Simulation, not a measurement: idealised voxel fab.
You're looking at the process module voxel self aligned vias.
Section cut is 225 nm wide and gridded with 5 nm square cells.
Bands, listed from the top down, are how a cross-section gets written in this document; the cross-section itself is a grid of square cells, and a band is one or more rows of them. In this notation a band is specified by the heights of its top and bottom, in that order and in nm, after which its materials appear from left to right, each paired with its width in nm. The word "everywhere" attached to a single material means that material fills the band from edge to edge; the word "blank" stands for empty space. Convention: height 0 is the level below which the wafer, as received, is all one material. The lowest band does not terminate at the bottom but continues downward, represented as "0 nm and below". A width such as "30..40" changes by the same amount from each row of cells to the next, from the band's top row to its bottom row. For the purposes of this document, the phrase "identical to before" attached to a step denotes that no cell within the cross-section was modified by that step. Voids not open to the top, 8 cells minimum: see "Unvented internal voids". Written width x height at distance; distance is from the left edge; nm. Where a step's line continues beyond its settings, the continuation is a remark by the simulator itself on that step. On any step carrying a mask, the "overlay nm" setting, if present on the step's line, tells how far right of its planned place the mask lay; negative values point to the left.
## So here's the lineup of process steps we planned
1 RECEIVE with material Si
2 CONFORMAL_DEP with material SiO2, thk nm 15
3 CONFORMAL_DEP with material SiCN, thk nm 5
4 DIRECTIONAL_DEP with material SiO2, thk nm 25
5 MASKED_ETCH with tone open, mask id LINES, width nm 25, pitch nm 55, etch materials SiO2, depth nm 25, overlay nm 0
6 CONFORMAL_DEP with material TiN, thk nm 5
7 FILL_DEP with material W, thk nm 10
8 CMP with height nm 45
9 SELECTIVE_ETCH with etch materials W Ru TiN, depth nm 5
10 FILL_DEP with material SiN, thk nm 5
11 CMP with height nm 45
12 DIRECTIONAL_DEP with material SiO2, thk nm 15
13 MASKED_ETCH with tone open, mask id VIAS, width nm 35, pitch nm 55, etch materials SiO2, depth nm 15, overlay nm 0
14 MASKED_ETCH with tone open, mask id VIAS, width nm 35, pitch nm 55, etch materials SiN, depth nm 5, overlay nm 0
15 CONFORMAL_DEP with material TiN, thk nm 5
16 FILL_DEP with material W, thk nm 10
17 CMP with height nm 60
18 CONFORMAL_DEP with material SiN, thk nm 5
## This is the cross-section of the wafer as we received it, i.e. after step 1
* 0 nm and below: Si everywhere
* Unvented internal voids: none
## first wafer at the end, as planned
* 65 nm to 60 nm: SiN everywhere
* 60 nm to 50 nm: SiO2 65, then TiN 5, then W 25, then TiN 5, then SiO2 20, then TiN 5, then W 25, then TiN 5, then SiO2 70
* 50 nm to 45 nm: SiO2 65, then TiN 10, then W 15, then TiN 10, then SiO2 20, then TiN 10, then W 15, then TiN 10, then SiO2 70
* 45 nm to 40 nm: SiO2 70, then TiN 25, then SiO2 30, then TiN 25, then SiO2 75
* 40 nm to 25 nm: SiO2 70, then TiN 5, then W 15, then TiN 5, then SiO2 30, then TiN 5, then W 15, then TiN 5, then SiO2 75
* 25 nm to 20 nm: SiO2 70, then TiN 25, then SiO2 30, then TiN 25, then SiO2 75
* 20 nm to 15 nm: SiCN everywhere
* 15 nm to 0 nm: SiO2 everywhere
* 0 nm and below: Si everywhere
* Unvented internal voids: none
## End-of-module cross-section of the second wafer: identical starting point and process plan to the first, with one processing mistake
* 65 nm to 60 nm: SiN everywhere
* 60 nm to 50 nm: SiO2 65, then TiN 5, then W 25, then TiN 5, then SiO2 20, then TiN 5, then W 25, then TiN 5, then SiO2 70
* 50 nm to 45 nm: SiO2 65, then TiN 15, then W 15, then TiN 5, then SiO2 20, then TiN 15, then W 15, then TiN 5, then SiO2 70
* 45 nm to 40 nm: SiO2 75, then TiN 25, then SiO2 30, then TiN 25, then SiO2 70
* 40 nm to 25 nm: SiO2 75, then TiN 5, then W 15, then TiN 5, then SiO2 30, then TiN 5, then W 15, then TiN 5, then SiO2 70
* 25 nm to 20 nm: SiO2 75, then TiN 25, then SiO2 30, then TiN 25, then SiO2 70
* 20 nm to 15 nm: SiCN everywhere
* 15 nm to 0 nm: SiO2 everywhere
* 0 nm and below: Si everywhere
* Unvented internal voids: none
Which mistake was made when the wafer was run? contrary to plan, step 5 was performed as MASKED_ETCH with tone open, mask id LINES, width nm 25, pitch nm 55, etch materials SiO2, depth nm 25, overlay nm 5
Matching per-material cell counts, mismatched positions: that is how the second wafer compares with the first at the end.
